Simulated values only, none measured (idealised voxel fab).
Title: Process Module voxel released beams
cross-section cut | 250 nm wide | cells 5 nm
This document writes a cross-section as a grid whose cells are square, and gives it as bands, listed from the top down; one or more rows of cells form a band. Look at the band entry: it leads with the top's height and the bottom's height in nm. Then it lists the materials left to right, with a width in nm for each. The word "all across" on a single material says that material fills the band edge to edge. The word "blank" is empty space. Below 0: as-received wafer, all one material; heights counted from there. Lowest band: no bottom, goes on down, written "from 0 down". Width: "30..40" (first number = top row, second number = bottom row, same change from row to row of cells). "all unchanged" for a step: no cell of the cross-section changed in that step. Closed-off voids of 8+ cells (no open route to the top) go in "Voids, sealed", written width x height at distance from the left edge, in nm. It should be noted that, on the line of a given step, the content following the step's settings is a remark produced by the simulator itself with respect to that step. overlay nm: right-of-plan distance of the mask on a masked step; negative values mean left-of-plan.
**Set out below are the planned steps of the process**
1) RECEIVE with material Si
2) CONFORMAL_DEP with material SiN, thk nm 5
3) DIRECTIONAL_DEP with material SiO2, thk nm 20
4) MASKED_ETCH with tone open, mask id ANCHOR, width nm 35, etch materials SiO2, depth nm 20, overlay nm 0
5) CONFORMAL_DEP with material polySi, thk nm 10
6) MASKED_ETCH with tone cover, mask id BEAM, width nm 75, etch materials polySi, depth nm 10, overlay nm 0
7) STRIP with etch materials SiO2
Quick note for whoever runs this: the wafers start identical, but the width nm at step 6 isn't the same across them. The plan just shows what the first wafer had.
**This is how the first of several wafers looked in cross-section when it arrived, which is after step 1**
> from 0 down | Si all across
> Voids, sealed: none
**Cross-sectional representation of the first of several wafers at the end of the module, i.e. after its terminal step, step 7**
> from 35 to 25 | blank=85; polySi=10; blank=15; polySi=50; blank=90
> from 25 to 15 | blank=85; polySi=10; blank=15; polySi=10; blank=130
> from 15 to 5 | blank=85; polySi=35; blank=130
> from 5 to 0 | SiN all across
> from 0 down | Si all across
> Voids, sealed: none
**Cross-section, last wafer, module completion**
> from 35 to 25 | blank=75; polySi=20; blank=15; polySi=65; blank=75
> from 25 to 15 | blank=85; polySi=10; blank=15; polySi=10; blank=130
> from 15 to 5 | blank=85; polySi=35; blank=130
> from 5 to 0 | SiN all across
> from 0 down | Si all across
> Voids, sealed: none
**What follows is a table in which each wafer occupies a row; for the wafer as it stands at the close of the module, the row states, material by material, how many cells have been gained (+) or lost (-) since receipt, and then gives its closed voids**
width nm 75 | +50 SiN | +46 polySi | Voids, sealed: none
width nm 80 | +50 SiN | +48 polySi | Voids, sealed: none
width nm 85 | +50 SiN | +50 polySi | Voids, sealed: none
width nm 90 | +50 SiN | +52 polySi | Voids, sealed: none
width nm 95 | +50 SiN | +54 polySi | Voids, sealed: none
width nm 100 | +50 SiN | +56 polySi | Voids, sealed: none
